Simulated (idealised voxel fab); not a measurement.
The process module presented herein is designated voxel transistor to metal.
This is section cut - it's 185 nm across, gridded in 5 nm square cells.
A cross-section is a grid of square cells, given in bands from the top down. A band is one or more rows of cells.
Top, bottom (nm), then materials left to right with widths (nm); lone material tagged "all across" fills the whole band edge to edge; "empty" = empty space.
Heads up on the height convention: 0 is the point under which the incoming wafer is all one material, and the lowest band has no bottom, it just keeps going down, like "0..down".
Think of "30..40" as a width that walks from the first number to the second as you go down the band, top row to bottom row, taking equal-sized steps from row to row.
Step marked "nothing got changed"? Then no cell in the cross-section changed in it.
In "Closed internal voids" the enclosed voids are listed, meaning empty spaces of 8 cells or larger without any opening to the top. The form is width x height at distance, distance from the left edge, units nm.
Post-settings text on a step line: simulator's own remark regarding the step.
"overlay nm" on a masked step: distance the mask lay right of its planned place, negative for left.
Pairs ahead. Before: cross-section ahead of one process step. After: cross-section once the step is done, shown to the lowest changed band only. Under each pair: that step, with settings. Caution: pairs may come from different runs of this module on the same starting wafer; a pair follows the pair above only where its "Before-step section" entry says so.
BEFORE-STEP SECTION
* 0..down  Si all across
* Closed internal voids: none
POST-PROCESS SECTION
* 0..-5  SiO2 all across
* Under the height -5 nothing was changed.
* Closed internal voids: none
To go from the before cross-section above to the after cross-section, apply OXIDIZE | depth nm 5
Before-step section: The prior state of this step coincides with the post-step cross-section of the pair just above.
POST-PROCESS SECTION
* 10..0  SiN all across
* Under the height 0 nothing was changed.
* Closed internal voids: none
To go from the before cross-section above to the after cross-section, apply CONFORMAL_DEP | material SiN | thk nm 10
Before-step section: The prior state of this step coincides with the post-step cross-section of the pair just above.
POST-PROCESS SECTION
* 25..10  empty 30; resist 120; empty 35
* Under the height 10 nothing was changed.
* Closed internal voids: none
To go from the before cross-section above to the after cross-section, apply PATTERN | tone cover | mask id ACTIVE | material resist | width nm 120 | thk nm 15 | overlay nm 0
Before-step section: The prior state of this step coincides with the post-step cross-section of the pair just above.
POST-PROCESS SECTION
* 25..10  empty 30; resist 120; empty 35
* 10..0  empty 30; SiN 120; empty 35
* Under the height 0 nothing was changed.
* Closed internal voids: none
To go from the before cross-section above to the after cross-section, apply DIRECTIONAL_ETCH | etch materials SiN | depth nm 10
Before-step section: The prior state of this step coincides with the post-step cross-section of the pair just above.
POST-PROCESS SECTION
* 25..10  empty 30; resist 120; empty 35
* 10..0  empty 30; SiN 120; empty 35
* 0..-5  empty 30; SiO2 120; empty 35
* Under the height -5 nothing was changed.
* Closed internal voids: none
To go from the before cross-section above to the after cross-section, apply DIRECTIONAL_ETCH | etch materials SiO2 | depth nm 5
Before-step section: The prior state of this step coincides with the post-step cross-section of the pair just above.
POST-PROCESS SECTION
* 25..10  empty 30; resist 120; empty 35
* 10..0  empty 30; SiN 120; empty 35
* 0..-5  empty 30; SiO2 120; empty 35
* -5..-30  empty 30; Si 120; empty 35
* Under the height -30 nothing was changed.
* Closed internal voids: none
To go from the before cross-section above to the after cross-section, apply DIRECTIONAL_ETCH | etch materials Si | depth nm 25
Before-step section: The prior state of this step coincides with the post-step cross-section of the pair just above.
POST-PROCESS SECTION
* 10..0  empty 30; SiN 120; empty 35
* Under the height 0 nothing was changed.
* Closed internal voids: none
To go from the before cross-section above to the after cross-section, apply STRIP | etch materials resist
Before-step section: The prior state of this step coincides with the post-step cross-section of the pair just above.
POST-PROCESS SECTION
* 10..0  empty 30; SiN 120; empty 35
* 0..-5  empty 30; SiO2 120; empty 35
* -5..-30  empty 30; SiO2 5; Si 110; SiO2 5; empty 35
* -30..-35  SiO2 35; Si 110; SiO2 40
* Under the height -35 nothing was changed.
* Closed internal voids: none
To go from the before cross-section above to the after cross-section, apply OXIDIZE | depth nm 5
Before-step section: The prior state of this step coincides with the post-step cross-section of the pair just above.
POST-PROCESS SECTION
* 25..10  SiO2 all across
* 10..0  SiO2 30; SiN 120; SiO2 35
* 0..-5  SiO2 all across
* -5..-35  SiO2 35; Si 110; SiO2 40
* Under the height -35 nothing was changed.
* Closed internal voids: none
To go from the before cross-section above to the after cross-section, apply FILL_DEP | material SiO2 | thk nm 15
Before-step section: The prior state of this step coincides with the post-step cross-section of the pair just above.
POST-PROCESS SECTION
* 10..0  SiO2 30; SiN 120; SiO2 35
* Under the height 0 nothing was changed.
* Closed internal voids: none
To go from the before cross-section above to the after cross-section, apply CMP | height nm 10
Before-step section: The prior state of this step coincides with the post-step cross-section of the pair just above.
POST-PROCESS SECTION
* 10..0  empty 30; SiN 120; empty 35
* Under the height 0 nothing was changed.
* Closed internal voids: none
To go from the before cross-section above to the after cross-section, apply SELECTIVE_ETCH | etch materials SiO2 | depth nm 10
Before-step section: The prior state of this step coincides with the post-step cross-section of the pair just above.
POST-PROCESS SECTION
* 0..-5  SiO2 all across
* Under the height -5 nothing was changed.
* Closed internal voids: none
To go from the before cross-section above to the after cross-section, apply STRIP | etch materials SiN
Before-step section: The prior state of this step coincides with the post-step cross-section of the pair just above.
POST-PROCESS SECTION
* -5..-35  SiO2 35; Si 110; SiO2 40
* Under the height -35 nothing was changed.
* Closed internal voids: none
To go from the before cross-section above to the after cross-section, apply SELECTIVE_ETCH | etch materials SiO2 | depth nm 5
Before-step section: The prior state of this step coincides with the post-step cross-section of the pair just above.
POST-PROCESS SECTION
* -5..-10  SiO2 all across
* Under the height -10 nothing was changed.
* Closed internal voids: none
To go from the before cross-section above to the after cross-section, apply OXIDIZE | depth nm 5
Before-step section: The prior state of this step coincides with the post-step cross-section of the pair just above.
POST-PROCESS SECTION
* 20..-5  polySi all across
* Under the height -5 nothing was changed.
* Closed internal voids: none
To go from the before cross-section above to the after cross-section, apply DIRECTIONAL_DEP | material polySi | thk nm 25
Before-step section: The prior state of this step coincides with the post-step cross-section of the pair just above.
POST-PROCESS SECTION
* 35..20  SiCN all across
* Under the height 20 nothing was changed.
* Closed internal voids: none
To go from the before cross-section above to the after cross-section, apply DIRECTIONAL_DEP | material SiCN | thk nm 15
Before-step section: The prior state of this step coincides with the post-step cross-section of the pair just above.
POST-PROCESS SECTION
* 50..35  empty 75; resist 30; empty 80
* Under the height 35 nothing was changed.
* Closed internal voids: none
To go from the before cross-section above to the after cross-section, apply PATTERN | tone cover | mask id GATE | material resist | width nm 30 | thk nm 15 | overlay nm 0
Before-step section: The prior state of this step coincides with the post-step cross-section of the pair just above.
POST-PROCESS SECTION
* 50..35  empty 75; resist 30; empty 80
* 35..20  empty 75; SiCN 30; empty 80
* Under the height 20 nothing was changed.
* Closed internal voids: none
To go from the before cross-section above to the after cross-section, apply DIRECTIONAL_ETCH | etch materials SiCN | depth nm 25
Before-step section: The prior state of this step coincides with the post-step cross-section of the pair just above.
POST-PROCESS SECTION
* 50..35  empty 75; resist 30; empty 80
* 35..20  empty 75; SiCN 30; empty 80
* 20..-5  empty 75; polySi 30; empty 80
* Under the height -5 nothing was changed.
* Closed internal voids: none
To go from the before cross-section above to the after cross-section, apply DIRECTIONAL_ETCH | etch materials polySi | depth nm 35
Before-step section: The prior state of this step coincides with the post-step cross-section of the pair just above.
POST-PROCESS SECTION
* 35..20  empty 75; SiCN 30; empty 80
* Under the height 20 nothing was changed.
* Closed internal voids: none
To go from the before cross-section above to the after cross-section, apply STRIP | etch materials resist
Before-step section: The prior state of this step coincides with the post-step cross-section of the pair just above.
POST-PROCESS SECTION
* 40..35  empty 70; SiO2 40; empty 75
* 35..20  empty 70; SiO2 5; SiCN 30; SiO2 5; empty 75
* 20..0  empty 70; SiO2 5; polySi 30; SiO2 5; empty 75
* 0..-5  SiO2 75; polySi 30; SiO2 80
* Under the height -5 nothing was changed.
* Closed internal voids: none
To go from the before cross-section above to the after cross-section, apply CONFORMAL_DEP | material SiO2 | thk nm 5
Before-step section: The prior state of this step coincides with the post-step cross-section of the pair just above.
POST-PROCESS SECTION
* 35..20  empty 70; SiO2 5; SiCN 30; SiO2 5; empty 75
* 20..-5  empty 70; SiO2 5; polySi 30; SiO2 5; empty 75
* Under the height -5 nothing was changed.
* Closed internal voids: none
To go from the before cross-section above to the after cross-section, apply DIRECTIONAL_ETCH | etch materials SiO2 | depth nm 5
Before-step section: The prior state of this step coincides with the post-step cross-section of the pair just above.
POST-PROCESS SECTION
* 40..35  empty 65; SiN 50; empty 70
* 35..20  empty 65; SiN 5; SiO2 5; SiCN 30; SiO2 5; SiN 5; empty 70
* 20..0  empty 65; SiN 5; SiO2 5; polySi 30; SiO2 5; SiN 5; empty 70
* 0..-5  SiN 70; SiO2 5; polySi 30; SiO2 5; SiN 75
* Under the height -5 nothing was changed.
* Closed internal voids: none
To go from the before cross-section above to the after cross-section, apply CONFORMAL_DEP | material SiN | thk nm 5
Before-step section: The prior state of this step coincides with the post-step cross-section of the pair just above.
POST-PROCESS SECTION
* 35..20  empty 65; SiN 5; SiO2 5; SiCN 30; SiO2 5; SiN 5; empty 70
* 20..-5  empty 65; SiN 5; SiO2 5; polySi 30; SiO2 5; SiN 5; empty 70
* Under the height -5 nothing was changed.
* Closed internal voids: none
To go from the before cross-section above to the after cross-section, apply DIRECTIONAL_ETCH | etch materials SiN | depth nm 5
Before-step section: The prior state of this step coincides with the post-step cross-section of the pair just above.
POST-PROCESS SECTION
* 35..30  empty 65; SiN 5; empty 5; SiCN 30; empty 5; SiN 5; empty 70
* 30..20  empty 65; SiN 5; SiO2 5; SiCN 30; SiO2 5; SiN 5; empty 70
* 20..-5  empty 65; SiN 5; SiO2 5; polySi 30; SiO2 5; SiN 5; empty 70
* -5..-10  empty 65; SiO2 50; empty 70
* Under the height -10 nothing was changed.
* Closed internal voids: none
To go from the before cross-section above to the after cross-section, apply DIRECTIONAL_ETCH | etch materials SiO2 | depth nm 5
Before-step section: The prior state of this step coincides with the post-step cross-section of the pair just above.
POST-PROCESS SECTION
* 35..30  empty 65; SiN 5; empty 5; SiCN 30; empty 5; SiN 5; empty 70
* 30..20  empty 65; SiN 5; SiO2 5; SiCN 30; SiO2 5; SiN 5; empty 70
* 20..-5  empty 65; SiN 5; SiO2 5; polySi 30; SiO2 5; SiN 5; empty 70
* -5..-10  empty 65; SiO2 50; empty 70
* -10..-15  SiO2 35; empty 30; Si 50; empty 30; SiO2 40
* Under the height -15 nothing was changed.
* Closed internal voids: none
To go from the before cross-section above to the after cross-section, apply DIRECTIONAL_ETCH | etch materials Si | depth nm 5
Before-step section: The prior state of this step coincides with the post-step cross-section of the pair just above.
POST-PROCESS SECTION
* 35..30  empty 65; SiN 5; empty 5; SiCN 30; empty 5; SiN 5; empty 70
* 30..20  empty 65; SiN 5; SiO2 5; SiCN 30; SiO2 5; SiN 5; empty 70
* 20..0  empty 65; SiN 5; SiO2 5; polySi 30; SiO2 5; SiN 5; empty 70
* 0..-5  empty 55; nSi 10; SiN 5; SiO2 5; polySi 30; SiO2 5; SiN 5; nSi 10; empty 60
* -5..-10  empty 30; nSi 35; SiO2 50; nSi 35; empty 35
* -10..-15  SiO2 35; nSi 30; Si 50; nSi 30; SiO2 40
* Under the height -15 nothing was changed.
* Closed internal voids: none
To go from the before cross-section above to the after cross-section, apply EPI | material nSi | thk nm 10
Before-step section: The prior state of this step coincides with the post-step cross-section of the pair just above.
POST-PROCESS SECTION
* 45..35  SiO2 all across
* 35..20  SiO2 65; SiN 5; SiO2 5; SiCN 30; SiO2 5; SiN 5; SiO2 70
* 20..0  SiO2 65; SiN 5; SiO2 5; polySi 30; SiO2 5; SiN 5; SiO2 70
* 0..-5  SiO2 55; nSi 10; SiN 5; SiO2 5; polySi 30; SiO2 5; SiN 5; nSi 10; SiO2 60
* -5..-10  SiO2 30; nSi 35; SiO2 50; nSi 35; SiO2 35
* Under the height -10 nothing was changed.
* Closed internal voids: none
To go from the before cross-section above to the after cross-section, apply FILL_DEP | material SiO2 | thk nm 10
Before-step section: The prior state of this step coincides with the post-step cross-section of the pair just above.
POST-PROCESS SECTION
* 20..0  SiO2 65; SiN 5; SiO2 5; polySi 30; SiO2 5; SiN 5; SiO2 70
* Under the height 0 nothing was changed.
* Closed internal voids: none
To go from the before cross-section above to the after cross-section, apply CMP | height nm 20
Before-step section: The prior state of this step coincides with the post-step cross-section of the pair just above.
POST-PROCESS SECTION
* 20..0  SiO2 65; SiN 5; SiO2 5; empty 30; SiO2 5; SiN 5; SiO2 70
* 0..-5  SiO2 55; nSi 10; SiN 5; SiO2 5; empty 30; SiO2 5; SiN 5; nSi 10; SiO2 60
* Under the height -5 nothing was changed.
* Closed internal voids: none
To go from the before cross-section above to the after cross-section, apply STRIP | etch materials polySi
Before-step section: The prior state of this step coincides with the post-step cross-section of the pair just above.
POST-PROCESS SECTION
* 20..15  empty 65; SiN 5; empty 40; SiN 5; empty 70
* 15..0  SiO2 65; SiN 5; empty 40; SiN 5; SiO2 70
* 0..-5  SiO2 55; nSi 10; SiN 5; empty 40; SiN 5; nSi 10; SiO2 60
* -5..-10  SiO2 30; nSi 35; SiO2 5; empty 40; SiO2 5; nSi 35; SiO2 35
* Under the height -10 nothing was changed.
* Closed internal voids: none
To go from the before cross-section above to the after cross-section, apply SELECTIVE_ETCH | etch materials SiO2 | depth nm 5
Before-step section: The prior state of this step coincides with the post-step cross-section of the pair just above.
POST-PROCESS SECTION
* 25..20  empty 60; HfO2 15; empty 30; HfO2 15; empty 65
* 20..15  HfO2 65; SiN 5; HfO2 5; empty 30; HfO2 5; SiN 5; HfO2 70
* 15..0  SiO2 65; SiN 5; HfO2 5; empty 30; HfO2 5; SiN 5; SiO2 70
* 0..-5  SiO2 55; nSi 10; SiN 5; HfO2 5; empty 30; HfO2 5; SiN 5; nSi 10; SiO2 60
* -5..-10  SiO2 30; nSi 35; SiO2 5; HfO2 40; SiO2 5; nSi 35; SiO2 35
* Under the height -10 nothing was changed.
* Closed internal voids: none
To go from the before cross-section above to the after cross-section, apply CONFORMAL_DEP | material HfO2 | thk nm 5
Before-step section: The prior state of this step coincides with the post-step cross-section of the pair just above.
POST-PROCESS SECTION
* 30..25  empty 55; TiN 25; empty 20; TiN 25; empty 60
* 25..20  TiN 60; HfO2 15; TiN 5; empty 20; TiN 5; HfO2 15; TiN 65
* 20..15  HfO2 65; SiN 5; HfO2 5; TiN 5; empty 20; TiN 5; HfO2 5; SiN 5; HfO2 70
* 15..0  SiO2 65; SiN 5; HfO2 5; TiN 5; empty 20; TiN 5; HfO2 5; SiN 5; SiO2 70
* 0..-5  SiO2 55; nSi 10; SiN 5; HfO2 5; TiN 30; HfO2 5; SiN 5; nSi 10; SiO2 60
* Under the height -5 nothing was changed.
* Closed internal voids: none
To go from the before cross-section above to the after cross-section, apply CONFORMAL_DEP | material TiN | thk nm 5
Before-step section: The prior state of this step coincides with the post-step cross-section of the pair just above.
POST-PROCESS SECTION
* 35..30  W all across
* 30..25  W 55; TiN 25; W 20; TiN 25; W 60
* 25..20  TiN 60; HfO2 15; TiN 5; W 20; TiN 5; HfO2 15; TiN 65
* 20..15  HfO2 65; SiN 5; HfO2 5; TiN 5; W 20; TiN 5; HfO2 5; SiN 5; HfO2 70
* 15..0  SiO2 65; SiN 5; HfO2 5; TiN 5; W 20; TiN 5; HfO2 5; SiN 5; SiO2 70
* Under the height 0 nothing was changed.
* Closed internal voids: none
To go from the before cross-section above to the after cross-section, apply FILL_DEP | material W | thk nm 5
Before-step section: The prior state of this step coincides with the post-step cross-section of the pair just above.
POST-PROCESS SECTION
* 15..0  SiO2 65; SiN 5; HfO2 5; TiN 5; W 20; TiN 5; HfO2 5; SiN 5; SiO2 70
* Under the height 0 nothing was changed.
* Closed internal voids: none
To go from the before cross-section above to the after cross-section, apply CMP | height nm 15
Before-step section: The prior state of this step coincides with the post-step cross-section of the pair just above.
POST-PROCESS SECTION
* 25..15  SiO2 all across
* Under the height 15 nothing was changed.
* Closed internal voids: none
To go from the before cross-section above to the after cross-section, apply DIRECTIONAL_DEP | material SiO2 | thk nm 10
Before-step section: The prior state of this step coincides with the post-step cross-section of the pair just above.
POST-PROCESS SECTION
* 40..25  aC all across
* Under the height 25 nothing was changed.
* Closed internal voids: none
To go from the before cross-section above to the after cross-section, apply DIRECTIONAL_DEP | material aC | thk nm 15
Before-step section: The prior state of this step coincides with the post-step cross-section of the pair just above.
POST-PROCESS SECTION
* 70..40  resist 35; empty 20; resist 70; empty 20; resist 40
* Under the height 40 nothing was changed.
* Closed internal voids: none
To go from the before cross-section above to the after cross-section, apply PATTERN | tone open | mask id CONTACT | material resist | width nm 20 | pitch nm 90 | thk nm 30 | overlay nm 0
Before-step section: The prior state of this step coincides with the post-step cross-section of the pair just above.
POST-PROCESS SECTION
* 55..40  resist 35; empty 20; resist 70; empty 20; resist 40
* 40..25  aC 35; empty 20; aC 70; empty 20; aC 40
* Under the height 25 nothing was changed.
* Closed internal voids: none
To go from the before cross-section above to the after cross-section, apply DIRECTIONAL_ETCH | etch materials aC | depth nm 15
Before-step section: The prior state of this step coincides with the post-step cross-section of the pair just above.
POST-PROCESS SECTION
* 40..25  aC 35; empty 20; aC 70; empty 20; aC 40
* Under the height 25 nothing was changed.
* Closed internal voids: none
To go from the before cross-section above to the after cross-section, apply STRIP | etch materials resist
Before-step section: The prior state of this step coincides with the post-step cross-section of the pair just above.
POST-PROCESS SECTION
* 40..25  aC 35; empty 20; aC 70; empty 20; aC 40
* 25..15  SiO2 35; empty 20; SiO2 70; empty 20; SiO2 40
* 15..0  SiO2 35; empty 20; SiO2 10; SiN 5; HfO2 5; TiN 5; W 20; TiN 5; HfO2 5; SiN 5; SiO2 10; empty 20; SiO2 40
* 0..-5  SiO2 35; empty 20; nSi 10; SiN 5; HfO2 5; TiN 30; HfO2 5; SiN 5; nSi 10; empty 20; SiO2 40
* Under the height -5 nothing was changed.
* Closed internal voids: none
To go from the before cross-section above to the after cross-section, apply DIRECTIONAL_ETCH | etch materials SiO2 | depth nm 30
Before-step section: The prior state of this step coincides with the post-step cross-section of the pair just above.
POST-PROCESS SECTION
* 25..15  SiO2 35; empty 20; SiO2 70; empty 20; SiO2 40
* Under the height 15 nothing was changed.
* Closed internal voids: none
To go from the before cross-section above to the after cross-section, apply STRIP | etch materials aC
Before-step section: The prior state of this step coincides with the post-step cross-section of the pair just above.
POST-PROCESS SECTION
* 30..25  TiN 40; empty 10; TiN 80; empty 10; TiN 45
* 25..15  SiO2 35; TiN 5; empty 10; TiN 5; SiO2 70; TiN 5; empty 10; TiN 5; SiO2 40
* 15..0  SiO2 35; TiN 5; empty 10; TiN 5; SiO2 10; SiN 5; HfO2 5; TiN 5; W 20; TiN 5; HfO2 5; SiN 5; SiO2 10; TiN 5; empty 10; TiN 5; SiO2 40
* 0..-5  SiO2 35; TiN 20; nSi 10; SiN 5; HfO2 5; TiN 30; HfO2 5; SiN 5; nSi 10; TiN 20; SiO2 40
* Under the height -5 nothing was changed.
* Closed internal voids: none
To go from the before cross-section above to the after cross-section, apply CONFORMAL_DEP | material TiN | thk nm 5
Before-step section: The prior state of this step coincides with the post-step cross-section of the pair just above.
POST-PROCESS SECTION
* 40..30  Ru all across
* 30..25  TiN 40; Ru 10; TiN 80; Ru 10; TiN 45
* 25..15  SiO2 35; TiN 5; Ru 10; TiN 5; SiO2 70; TiN 5; Ru 10; TiN 5; SiO2 40
* 15..0  SiO2 35; TiN 5; Ru 10; TiN 5; SiO2 10; SiN 5; HfO2 5; TiN 5; W 20; TiN 5; HfO2 5; SiN 5; SiO2 10; TiN 5; Ru 10; TiN 5; SiO2 40
* Under the height 0 nothing was changed.
* Closed internal voids: none
To go from the before cross-section above to the after cross-section, apply FILL_DEP | material Ru | thk nm 10
Before-step section: The prior state of this step coincides with the post-step cross-section of the pair just above.
POST-PROCESS SECTION
* 25..15  SiO2 35; TiN 5; Ru 10; TiN 5; SiO2 70; TiN 5; Ru 10; TiN 5; SiO2 40
* Under the height 15 nothing was changed.
* Closed internal voids: none
To go from the before cross-section above to the after cross-section, apply CMP | height nm 25
Before-step section: The prior state of this step coincides with the post-step cross-section of the pair just above.
POST-PROCESS SECTION
* 30..25  SiN all across
* Under the height 25 nothing was changed.
* Closed internal voids: none
To go from the before cross-section above to the after cross-section, apply CONFORMAL_DEP | material SiN | thk nm 5
Before-step section: The prior state of this step coincides with the post-step cross-section of the pair just above.
POST-PROCESS SECTION
* 50..30  lowk all across
* Under the height 30 nothing was changed.
* Closed internal voids: none
To go from the before cross-section above to the after cross-section, apply DIRECTIONAL_DEP | material lowk | thk nm 20
Before-step section: The prior state of this step coincides with the post-step cross-section of the pair just above.
POST-PROCESS SECTION
* 50..30  lowk 35; empty 20; lowk 70; empty 20; lowk 40
* Under the height 30 nothing was changed.
* Closed internal voids: none
To go from the before cross-section above to the after cross-section, apply MASKED_ETCH | tone open | mask id METAL_1 | width nm 20 | pitch nm 90 | etch materials lowk | depth nm 20 | overlay nm 0
Before-step section: The prior state of this step coincides with the post-step cross-section of the pair just above.
POST-PROCESS SECTION
* 50..30  lowk 35; empty 20; lowk 70; empty 20; lowk 40
* 30..25  SiN 35; empty 20; SiN 70; empty 20; SiN 40
* Under the height 25 nothing was changed.
* Closed internal voids: none
To go from the before cross-section above to the after cross-section, apply MASKED_ETCH | tone open | mask id METAL_1 | width nm 20 | pitch nm 90 | etch materials SiN | depth nm 5 | overlay nm 0
Before-step section: The prior state of this step coincides with the post-step cross-section of the pair just above.
POST-PROCESS SECTION
* 55..50  TiN 40; empty 10; TiN 80; empty 10; TiN 45
* 50..30  lowk 35; TiN 5; empty 10; TiN 5; lowk 70; TiN 5; empty 10; TiN 5; lowk 40
* 30..25  SiN 35; TiN 20; SiN 70; TiN 20; SiN 40
* Under the height 25 nothing was changed.
* Closed internal voids: none
To go from the before cross-section above to the after cross-section, apply CONFORMAL_DEP | material TiN | thk nm 5
Before-step section: The prior state of this step coincides with the post-step cross-section of the pair just above.
POST-PROCESS SECTION
* 65..55  W all across
* 55..50  TiN 40; W 10; TiN 80; W 10; TiN 45
* 50..30  lowk 35; TiN 5; W 10; TiN 5; lowk 70; TiN 5; W 10; TiN 5; lowk 40
* Under the height 30 nothing was changed.
* Closed internal voids: none
To go from the before cross-section above to the after cross-section, apply FILL_DEP | material W | thk nm 10
Before-step section: The prior state of this step coincides with the post-step cross-section of the pair just above.
POST-PROCESS SECTION
* 50..30  lowk 35; TiN 5; W 10; TiN 5; lowk 70; TiN 5; W 10; TiN 5; lowk 40
* Under the height 30 nothing was changed.
* Closed internal voids: none
To go from the before cross-section above to the after cross-section, apply CMP | height nm 50
Before-step section: The prior state of this step coincides with the post-step cross-section of the pair just above.
POST-PROCESS SECTION
* 55..50  empty 30; Ru 30; empty 60; Ru 30; empty 35
* Under the height 50 nothing was changed.
* Closed internal voids: none
To go from the before cross-section above to the after cross-section, apply EPI | material Ru | thk nm 5
Before-step section: The prior state of this step coincides with the post-step cross-section of the pair just above.
POST-PROCESS SECTION
* 60..55  SiCN all across
* 55..50  SiCN 30; Ru 30; SiCN 60; Ru 30; SiCN 35
* Under the height 50 nothing was changed.
* Closed internal voids: none
To go from the before cross-section above to the after cross-section, apply FILL_DEP | material SiCN | thk nm 5
Before-step section: The prior state of this step coincides with the post-step cross-section of the pair just above.
POST-PROCESS SECTION
* 90..60  lowk all across
* Under the height 60 nothing was changed.
* Closed internal voids: none
To go from the before cross-section above to the after cross-section, apply DIRECTIONAL_DEP | material lowk | thk nm 30
Before-step section: The prior state of this step coincides with the post-step cross-section of the pair just above.
POST-PROCESS SECTION
* 110..90  resist 35; empty 15; resist 75; empty 15; resist 45
* Under the height 90 nothing was changed.
* Closed internal voids: none
To go from the before cross-section above to the after cross-section, apply PATTERN | tone open | mask id METAL_2_HOLES | material resist | width nm 15 | pitch nm 90 | thk nm 20 | overlay nm 0
Before-step section: The prior state of this step coincides with the post-step cross-section of the pair just above.
POST-PROCESS SECTION
* 110..90  resist 35; empty 15; resist 75; empty 15; resist 45
* 90..60  lowk 35; empty 15; lowk 75; empty 15; lowk 45
* Under the height 60 nothing was changed.
* Closed internal voids: none
To go from the before cross-section above to the after cross-section, apply DIRECTIONAL_ETCH | etch materials lowk | depth nm 30
Before-step section: The prior state of this step coincides with the post-step cross-section of the pair just above.
POST-PROCESS SECTION
* 90..60  lowk 35; empty 15; lowk 75; empty 15; lowk 45
* Under the height 60 nothing was changed.
* Closed internal voids: none
To go from the before cross-section above to the after cross-section, apply STRIP | etch materials resist
Before-step section: The prior state of this step coincides with the post-step cross-section of the pair just above.
POST-PROCESS SECTION
* 105..90  resist 35; empty 20; resist 70; empty 20; resist 40
* Under the height 90 nothing was changed.
* Closed internal voids: none
To go from the before cross-section above to the after cross-section, apply PATTERN | tone open | mask id METAL_2 | material resist | width nm 20 | pitch nm 90 | thk nm 15 | overlay nm 0
Before-step section: The prior state of this step coincides with the post-step cross-section of the pair just above.
POST-PROCESS SECTION
* 105..90  resist 35; empty 20; resist 70; empty 20; resist 40
* 90..70  lowk 35; empty 20; lowk 70; empty 20; lowk 40
* Under the height 70 nothing was changed.
* Closed internal voids: none
To go from the before cross-section above to the after cross-section, apply DIRECTIONAL_ETCH | etch materials lowk | depth nm 20
Before-step section: The prior state of this step coincides with the post-step cross-section of the pair just above.
POST-PROCESS SECTION
* 105..90  resist 35; empty 20; resist 70; empty 20; resist 40
* 90..70  lowk 35; empty 20; lowk 70; empty 20; lowk 40
* 70..60  lowk 35; empty 15; lowk 75; empty 15; lowk 45
* 60..55  SiCN 35; empty 15; SiCN 75; empty 15; SiCN 45
* Under the height 55 nothing was changed.
* Closed internal voids: none
To go from the before cross-section above to the after cross-section, apply DIRECTIONAL_ETCH | etch materials SiCN | depth nm 5
Before-step section: The prior state of this step coincides with the post-step cross-section of the pair just above.
POST-PROCESS SECTION
* 90..70  lowk 35; empty 20; lowk 70; empty 20; lowk 40
* Under the height 70 nothing was changed.
* Closed internal voids: none
To go from the before cross-section above to the after cross-section, apply STRIP | etch materials resist
Before-step section: The prior state of this step coincides with the post-step cross-section of the pair just above.
POST-PROCESS SECTION
* 95..90  TiN 40; empty 10; TiN 80; empty 10; TiN 45
* 90..75  lowk 35; TiN 5; empty 10; TiN 5; lowk 70; TiN 5; empty 10; TiN 5; lowk 40
* 75..70  lowk 35; TiN 5; empty 5; TiN 10; lowk 70; TiN 5; empty 5; TiN 10; lowk 40
* 70..60  lowk 35; TiN 5; empty 5; TiN 5; lowk 75; TiN 5; empty 5; TiN 5; lowk 45
* 60..55  SiCN 35; TiN 15; SiCN 75; TiN 15; SiCN 45
* Under the height 55 nothing was changed.
* Closed internal voids: none
To go from the before cross-section above to the after cross-section, apply CONFORMAL_DEP | material TiN | thk nm 5
Before-step section: The prior state of this step coincides with the post-step cross-section of the pair just above.
POST-PROCESS SECTION
* 105..95  Cu all across
* 95..90  TiN 40; Cu 10; TiN 80; Cu 10; TiN 45
* 90..75  lowk 35; TiN 5; Cu 10; TiN 5; lowk 70; TiN 5; Cu 10; TiN 5; lowk 40
* 75..70  lowk 35; TiN 5; Cu 5; TiN 10; lowk 70; TiN 5; Cu 5; TiN 10; lowk 40
* 70..60  lowk 35; TiN 5; Cu 5; TiN 5; lowk 75; TiN 5; Cu 5; TiN 5; lowk 45
* Under the height 60 nothing was changed.
* Closed internal voids: none
To go from the before cross-section above to the after cross-section, apply FILL_DEP | material Cu | thk nm 10
Before-step section: The prior state of this step coincides with the post-step cross-section of the pair just above.
POST-PROCESS SECTION
* 90..75  lowk 35; TiN 5; Cu 10; TiN 5; lowk 70; TiN 5; Cu 10; TiN 5; lowk 40
* Under the height 75 nothing was changed.
* Closed internal voids: none
To go from the before cross-section above to the after cross-section, apply CMP | height nm 90
Before-step section: The prior state of this step coincides with the post-step cross-section of the pair just above.
POST-PROCESS SECTION
* 95..90  SiN all across
* Under the height 90 nothing was changed.
* Closed internal voids: none
To go from the before cross-section above to the after cross-section, apply CONFORMAL_DEP | material SiN | thk nm 5
BEFORE-STEP SECTION
* 40..30  Ru all across
* 30..25  TiN 40; Ru 10; TiN 80; Ru 10; TiN 45
* 25..15  SiO2 35; TiN 5; Ru 10; TiN 5; SiO2 70; TiN 5; Ru 10; TiN 5; SiO2 40
* 15..0  SiO2 35; TiN 5; Ru 10; TiN 5; SiO2 10; SiN 5; HfO2 5; TiN 5; W 20; TiN 5; HfO2 5; SiN 5; SiO2 10; TiN 5; Ru 10; TiN 5; SiO2 40
* 0..-5  SiO2 35; TiN 20; nSi 10; SiN 5; HfO2 5; TiN 30; HfO2 5; SiN 5; nSi 10; TiN 20; SiO2 40
* -5..-10  SiO2 30; nSi 35; SiO2 5; HfO2 40; SiO2 5; nSi 35; SiO2 35
* -10..-15  SiO2 35; nSi 30; Si 50; nSi 30; SiO2 40
* -15..-35  SiO2 35; Si 110; SiO2 40
* -35..down  Si all across
* Closed internal voids: none
POST-PROCESS SECTION
* 45..40  SiN all across
* Under the height 40 nothing was changed.
* Closed internal voids: none
To go from the before cross-section above to the after cross-section, apply CONFORMAL_DEP | material SiN | thk nm 5
Before-step section: The prior state of this step coincides with the post-step cross-section of the pair just above.
POST-PROCESS SECTION
* 65..45  lowk all across
* Under the height 45 nothing was changed.
* Closed internal voids: none
To go from the before cross-section above to the after cross-section, apply DIRECTIONAL_DEP | material lowk | thk nm 20
Before-step section: The prior state of this step coincides with the post-step cross-section of the pair just above.
POST-PROCESS SECTION
* 65..45  lowk 35; empty 20; lowk 70; empty 20; lowk 40
* Under the height 45 nothing was changed.
* Closed internal voids: none
To go from the before cross-section above to the after cross-section, apply MASKED_ETCH | tone open | mask id METAL_1 | width nm 20 | pitch nm 90 | etch materials lowk | depth nm 20 | overlay nm 0
Before-step section: The prior state of this step coincides with the post-step cross-section of the pair just above.
POST-PROCESS SECTION
* 65..45  lowk 35; empty 20; lowk 70; empty 20; lowk 40
* 45..40  SiN 35; empty 20; SiN 70; empty 20; SiN 40
* Under the height 40 nothing was changed.
* Closed internal voids: none
To go from the before cross-section above to the after cross-section, apply MASKED_ETCH | tone open | mask id METAL_1 | width nm 20 | pitch nm 90 | etch materials SiN | depth nm 5 | overlay nm 0
